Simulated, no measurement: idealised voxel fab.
A process module follows: voxel self aligned vias.
cross-section cut | 245 nm wide | cells 5 nm
Cross-section layout: square cells on a grid; listed as bands, top to bottom; a band spans one or more cell rows.
Quick guide to a band line: top height, bottom height (nm) up front; then every material left to right with its width in nm. Only one material and it's marked "edge to edge"? Then it fills the band edge to edge. And "air" just means empty space.
Height datum 0, below which the as-received substrate wafer is one material. Lowest band open at the bottom, running downward: "z 0 and below".
The notation "30..40" denotes a width that varies across the rows of cells in the band, beginning at the first number in the top row, finishing at the second number in the bottom row, and changing by an identical amount from each row to the next.
"stayed the same" means the step left every cell of the cross-section as it was.
So "Sealed void list" is basically the list of trapped voids: any empty space of 8 cells or more that can't reach the top through an opening. They're written width x height at distance, the distance being from the left edge, and it's all nm.
It should be noted that, on the line of a given step, the content following the step's settings is a remark produced by the simulator itself with respect to that step.
For masked steps, "overlay nm" on the step line gives how far right of plan the mask actually lay; a minus sign means it lay to the left.

List of planned process steps
1: RECEIVE (material Si)
2: CONFORMAL_DEP (material SiO2; thk nm 15)
3: CONFORMAL_DEP (material SiCN; thk nm 5)
4: DIRECTIONAL_DEP (material lowk; thk nm 25)
5: DIRECTIONAL_DEP (material aC; thk nm 15)
6: PATTERN (tone open; mask id LINES; material resist; width nm 20; pitch nm 70; thk nm 30; overlay nm 0)
7: DIRECTIONAL_ETCH (etch materials aC; depth nm 15)
8: STRIP (etch materials resist)
9: DIRECTIONAL_ETCH (etch materials lowk; depth nm 25)
10: STRIP (etch materials aC)
11: CONFORMAL_DEP (material TiN; thk nm 5)
12: FILL_DEP (material W; thk nm 10)
13: CMP (height nm 45)
14: SELECTIVE_ETCH (etch materials W Ru TiN; depth nm 10)
15: FILL_DEP (material SiN; thk nm 5)
16: CMP (height nm 45)
17: DIRECTIONAL_DEP (material lowk; thk nm 20)
18: DIRECTIONAL_DEP (material aC; thk nm 15)
19: PATTERN (tone open; mask id VIAS; material resist; width nm 40; pitch nm 70; thk nm 35; overlay nm 0)
20: DIRECTIONAL_ETCH (etch materials aC; depth nm 15)
21: STRIP (etch materials resist)
22: DIRECTIONAL_ETCH (etch materials lowk; depth nm 20)
23: DIRECTIONAL_ETCH (etch materials SiN; depth nm 10)
24: STRIP (etch materials aC)
25: CONFORMAL_DEP (material TiN; thk nm 5)
26: FILL_DEP (material Cu; thk nm 5)
27: CMP (height nm 65)
28: CONFORMAL_DEP (material SiCN; thk nm 5)

Concerning the first of two wafers, which was run in accordance with the plan

Cross-section of the wafer as it came to us, i.e., already through step 1
	z 0 and below: Si edge to edge
	Sealed void list: none

How the wafer stands in section after step 2
	z 15 to 0: SiO2 edge to edge
	Whatever lies below 0 is exactly as it was before.

How the wafer stands in section after step 3
	z 20 to 15: SiCN edge to edge
	Whatever lies below 15 is exactly as it was before.

How the wafer stands in section after step 4
	z 45 to 20: lowk edge to edge
	Whatever lies below 20 is exactly as it was before.

How the wafer stands in section after step 5
	z 60 to 45: aC edge to edge
	Whatever lies below 45 is exactly as it was before.

How the wafer stands in section after step 6
	z 90 to 60: resist 40, air 20, resist 50, air 20, resist 50, air 20, resist 45
	Whatever lies below 60 is exactly as it was before.

How the wafer stands in section after step 7
	z 75 to 60: resist 40, air 20, resist 50, air 20, resist 50, air 20, resist 45
	z 60 to 45: aC 40, air 20, aC 50, air 20, aC 50, air 20, aC 45
	Whatever lies below 45 is exactly as it was before.

How the wafer stands in section after step 8
	z 60 to 45: aC 40, air 20, aC 50, air 20, aC 50, air 20, aC 45
	Whatever lies below 45 is exactly as it was before.

How the wafer stands in section after step 9
	z 60 to 45: aC 40, air 20, aC 50, air 20, aC 50, air 20, aC 45
	z 45 to 20: lowk 40, air 20, lowk 50, air 20, lowk 50, air 20, lowk 45
	Whatever lies below 20 is exactly as it was before.

How the wafer stands in section after step 10
	z 45 to 20: lowk 40, air 20, lowk 50, air 20, lowk 50, air 20, lowk 45
	Whatever lies below 20 is exactly as it was before.

How the wafer stands in section after step 11
	z 50 to 45: TiN 45, air 10, TiN 60, air 10, TiN 60, air 10, TiN 50
	z 45 to 25: lowk 40, TiN 5, air 10, TiN 5, lowk 50, TiN 5, air 10, TiN 5, lowk 50, TiN 5, air 10, TiN 5, lowk 45
	z 25 to 20: lowk 40, TiN 20, lowk 50, TiN 20, lowk 50, TiN 20, lowk 45
	Whatever lies below 20 is exactly as it was before.

How the wafer stands in section after step 12
	z 60 to 50: W edge to edge
	z 50 to 45: TiN 45, W 10, TiN 60, W 10, TiN 60, W 10, TiN 50
	z 45 to 25: lowk 40, TiN 5, W 10, TiN 5, lowk 50, TiN 5, W 10, TiN 5, lowk 50, TiN 5, W 10, TiN 5, lowk 45
	Whatever lies below 25 is exactly as it was before.

How the wafer stands in section after step 13
	z 45 to 25: lowk 40, TiN 5, W 10, TiN 5, lowk 50, TiN 5, W 10, TiN 5, lowk 50, TiN 5, W 10, TiN 5, lowk 45
	Whatever lies below 25 is exactly as it was before.

How the wafer stands in section after step 14
	z 45 to 35: lowk 40, air 20, lowk 50, air 20, lowk 50, air 20, lowk 45
	Whatever lies below 35 is exactly as it was before.

How the wafer stands in section after step 15
	z 50 to 45: SiN edge to edge
	z 45 to 35: lowk 40, SiN 20, lowk 50, SiN 20, lowk 50, SiN 20, lowk 45
	Whatever lies below 35 is exactly as it was before.

How the wafer stands in section after step 16
	z 45 to 35: lowk 40, SiN 20, lowk 50, SiN 20, lowk 50, SiN 20, lowk 45
	Whatever lies below 35 is exactly as it was before.

How the wafer stands in section after step 17
	z 65 to 45: lowk edge to edge
	Whatever lies below 45 is exactly as it was before.

How the wafer stands in section after step 18
	z 80 to 65: aC edge to edge
	Whatever lies below 65 is exactly as it was before.

How the wafer stands in section after step 19
	z 115 to 80: resist 30, air 40, resist 30, air 40, resist 30, air 40, resist 35
	Whatever lies below 80 is exactly as it was before.

How the wafer stands in section after step 20
	z 100 to 80: resist 30, air 40, resist 30, air 40, resist 30, air 40, resist 35
	z 80 to 65: aC 30, air 40, aC 30, air 40, aC 30, air 40, aC 35
	Whatever lies below 65 is exactly as it was before.

How the wafer stands in section after step 21
	z 80 to 65: aC 30, air 40, aC 30, air 40, aC 30, air 40, aC 35
	Whatever lies below 65 is exactly as it was before.

How the wafer stands in section after step 22
	z 80 to 65: aC 30, air 40, aC 30, air 40, aC 30, air 40, aC 35
	z 65 to 45: lowk 30, air 40, lowk 30, air 40, lowk 30, air 40, lowk 35
	Whatever lies below 45 is exactly as it was before.

How the wafer stands in section after step 23
	z 80 to 65: aC 30, air 40, aC 30, air 40, aC 30, air 40, aC 35
	z 65 to 45: lowk 30, air 40, lowk 30, air 40, lowk 30, air 40, lowk 35
	z 45 to 35: lowk 40, air 20, lowk 50, air 20, lowk 50, air 20, lowk 45
	Whatever lies below 35 is exactly as it was before.

How the wafer stands in section after step 24
	z 65 to 45: lowk 30, air 40, lowk 30, air 40, lowk 30, air 40, lowk 35
	Whatever lies below 45 is exactly as it was before.

How the wafer stands in section after step 25
	z 70 to 65: TiN 35, air 30, TiN 40, air 30, TiN 40, air 30, TiN 40
	z 65 to 50: lowk 30, TiN 5, air 30, TiN 5, lowk 30, TiN 5, air 30, TiN 5, lowk 30, TiN 5, air 30, TiN 5, lowk 35
	z 50 to 40: lowk 30..40, TiN 15..5, air 10, TiN 15..5, lowk 30..50, TiN 15..5, air 10, TiN 15..5, lowk 30..50, TiN 15..5, air 10, TiN 15..5, lowk 35..45
	z 40 to 35: lowk 40, TiN 20, lowk 50, TiN 20, lowk 50, TiN 20, lowk 45
	Whatever lies below 35 is exactly as it was before.

How the wafer stands in section after step 26
	z 75 to 70: Cu edge to edge
	z 70 to 65: TiN 35, Cu 30, TiN 40, Cu 30, TiN 40, Cu 30, TiN 40
	z 65 to 50: lowk 30, TiN 5, Cu 30, TiN 5, lowk 30, TiN 5, Cu 30, TiN 5, lowk 30, TiN 5, Cu 30, TiN 5, lowk 35
	z 50 to 40: lowk 30..40, TiN 15..5, Cu 10, TiN 15..5, lowk 30..50, TiN 15..5, Cu 10, TiN 15..5, lowk 30..50, TiN 15..5, Cu 10, TiN 15..5, lowk 35..45
	Whatever lies below 40 is exactly as it was before.

How the wafer stands in section after step 27
	z 65 to 50: lowk 30, TiN 5, Cu 30, TiN 5, lowk 30, TiN 5, Cu 30, TiN 5, lowk 30, TiN 5, Cu 30, TiN 5, lowk 35
	Whatever lies below 50 is exactly as it was before.

How the wafer stands in section after step 28
	z 70 to 65: SiCN edge to edge
	Whatever lies below 65 is exactly as it was before.

Notes, second wafer: start = first wafer's, plan = first wafer's, execution had one mistake; history identical to first through step 5

Second wafer, section view, time point: scheduled end of step 6
	z 90 to 60: resist 35, air 20, resist 50, air 20, resist 50, air 20, resist 50
	Whatever lies below 60 is exactly as it was before.

Second wafer, section view, time point: scheduled end of step 7
	z 75 to 60: resist 35, air 20, resist 50, air 20, resist 50, air 20, resist 50
	z 60 to 45: aC 35, air 20, aC 50, air 20, aC 50, air 20, aC 50
	Whatever lies below 45 is exactly as it was before.

Second wafer, section view, time point: scheduled end of step 8
	z 60 to 45: aC 35, air 20, aC 50, air 20, aC 50, air 20, aC 50
	Whatever lies below 45 is exactly as it was before.

Second wafer, section view, time point: scheduled end of step 9
	z 60 to 45: aC 35, air 20, aC 50, air 20, aC 50, air 20, aC 50
	z 45 to 20: lowk 35, air 20, lowk 50, air 20, lowk 50, air 20, lowk 50
	Whatever lies below 20 is exactly as it was before.

Second wafer, section view, time point: scheduled end of step 10
	z 45 to 20: lowk 35, air 20, lowk 50, air 20, lowk 50, air 20, lowk 50
	Whatever lies below 20 is exactly as it was before.

Second wafer, section view, time point: scheduled end of step 11
	z 50 to 45: TiN 40, air 10, TiN 60, air 10, TiN 60, air 10, TiN 55
	z 45 to 25: lowk 35, TiN 5, air 10, TiN 5, lowk 50, TiN 5, air 10, TiN 5, lowk 50, TiN 5, air 10, TiN 5, lowk 50
	z 25 to 20: lowk 35, TiN 20, lowk 50, TiN 20, lowk 50, TiN 20, lowk 50
	Whatever lies below 20 is exactly as it was before.

Second wafer, section view, time point: scheduled end of step 12
	z 60 to 50: W edge to edge
	z 50 to 45: TiN 40, W 10, TiN 60, W 10, TiN 60, W 10, TiN 55
	z 45 to 25: lowk 35, TiN 5, W 10, TiN 5, lowk 50, TiN 5, W 10, TiN 5, lowk 50, TiN 5, W 10, TiN 5, lowk 50
	Whatever lies below 25 is exactly as it was before.

Second wafer, section view, time point: scheduled end of step 13
	z 45 to 25: lowk 35, TiN 5, W 10, TiN 5, lowk 50, TiN 5, W 10, TiN 5, lowk 50, TiN 5, W 10, TiN 5, lowk 50
	Whatever lies below 25 is exactly as it was before.

Second wafer, section view, time point: scheduled end of step 14
	z 45 to 35: lowk 35, air 20, lowk 50, air 20, lowk 50, air 20, lowk 50
	Whatever lies below 35 is exactly as it was before.

Second wafer, section view, time point: scheduled end of step 15
	z 50 to 45: SiN edge to edge
	z 45 to 35: lowk 35, SiN 20, lowk 50, SiN 20, lowk 50, SiN 20, lowk 50
	Whatever lies below 35 is exactly as it was before.

Second wafer, section view, time point: scheduled end of step 16
	z 45 to 35: lowk 35, SiN 20, lowk 50, SiN 20, lowk 50, SiN 20, lowk 50
	Whatever lies below 35 is exactly as it was before.

Second wafer, section view, time point: scheduled end of step 17
	z 65 to 45: lowk edge to edge
	Whatever lies below 45 is exactly as it was before.

Second wafer, section view, time point: scheduled end of step 18
	z 80 to 65: aC edge to edge
	Whatever lies below 65 is exactly as it was before.

Second wafer, section view, time point: scheduled end of step 19
	z 115 to 80: resist 30, air 40, resist 30, air 40, resist 30, air 40, resist 35
	Whatever lies below 80 is exactly as it was before.

Second wafer, section view, time point: scheduled end of step 20
	z 100 to 80: resist 30, air 40, resist 30, air 40, resist 30, air 40, resist 35
	z 80 to 65: aC 30, air 40, aC 30, air 40, aC 30, air 40, aC 35
	Whatever lies below 65 is exactly as it was before.

Second wafer, section view, time point: scheduled end of step 21
	z 80 to 65: aC 30, air 40, aC 30, air 40, aC 30, air 40, aC 35
	Whatever lies below 65 is exactly as it was before.

Second wafer, section view, time point: scheduled end of step 22
	z 80 to 65: aC 30, air 40, aC 30, air 40, aC 30, air 40, aC 35
	z 65 to 45: lowk 30, air 40, lowk 30, air 40, lowk 30, air 40, lowk 35
	Whatever lies below 45 is exactly as it was before.

Second wafer, section view, time point: scheduled end of step 23
	z 80 to 65: aC 30, air 40, aC 30, air 40, aC 30, air 40, aC 35
	z 65 to 45: lowk 30, air 40, lowk 30, air 40, lowk 30, air 40, lowk 35
	z 45 to 35: lowk 35, air 20, lowk 50, air 20, lowk 50, air 20, lowk 50
	Whatever lies below 35 is exactly as it was before.

Second wafer, section view, time point: scheduled end of step 24
	z 65 to 45: lowk 30, air 40, lowk 30, air 40, lowk 30, air 40, lowk 35
	Whatever lies below 45 is exactly as it was before.

Second wafer, section view, time point: scheduled end of step 25
	z 70 to 65: TiN 35, air 30, TiN 40, air 30, TiN 40, air 30, TiN 40
	z 65 to 50: lowk 30, TiN 5, air 30, TiN 5, lowk 30, TiN 5, air 30, TiN 5, lowk 30, TiN 5, air 30, TiN 5, lowk 35
	z 50 to 40: lowk 30..35, TiN 10..5, air 10, TiN 20..5, lowk 30..50, TiN 10..5, air 10, TiN 20..5, lowk 30..50, TiN 10..5, air 10, TiN 20..5, lowk 35..50
	z 40 to 35: lowk 35, TiN 20, lowk 50, TiN 20, lowk 50, TiN 20, lowk 50
	Whatever lies below 35 is exactly as it was before.

Second wafer, section view, time point: scheduled end of step 26
	z 75 to 70: Cu edge to edge
	z 70 to 65: TiN 35, Cu 30, TiN 40, Cu 30, TiN 40, Cu 30, TiN 40
	z 65 to 50: lowk 30, TiN 5, Cu 30, TiN 5, lowk 30, TiN 5, Cu 30, TiN 5, lowk 30, TiN 5, Cu 30, TiN 5, lowk 35
	z 50 to 40: lowk 30..35, TiN 10..5, Cu 10, TiN 20..5, lowk 30..50, TiN 10..5, Cu 10, TiN 20..5, lowk 30..50, TiN 10..5, Cu 10, TiN 20..5, lowk 35..50
	Whatever lies below 40 is exactly as it was before.

Second wafer, section view, time point: scheduled end of step 27
	z 65 to 50: lowk 30, TiN 5, Cu 30, TiN 5, lowk 30, TiN 5, Cu 30, TiN 5, lowk 30, TiN 5, Cu 30, TiN 5, lowk 35
	Whatever lies below 50 is exactly as it was before.

Second wafer, section view, time point: scheduled end of step 28
	z 70 to 65: SiCN edge to edge
	Whatever lies below 65 is exactly as it was before.
Run error: contrary to plan, step 6 was performed as PATTERN (tone open; mask id LINES; material resist; width nm 20; pitch nm 70; thk nm 30; overlay nm -5)
At the end, each material covers as many cells on the second wafer as it does on the first, though the cells it covers are elsewhere.
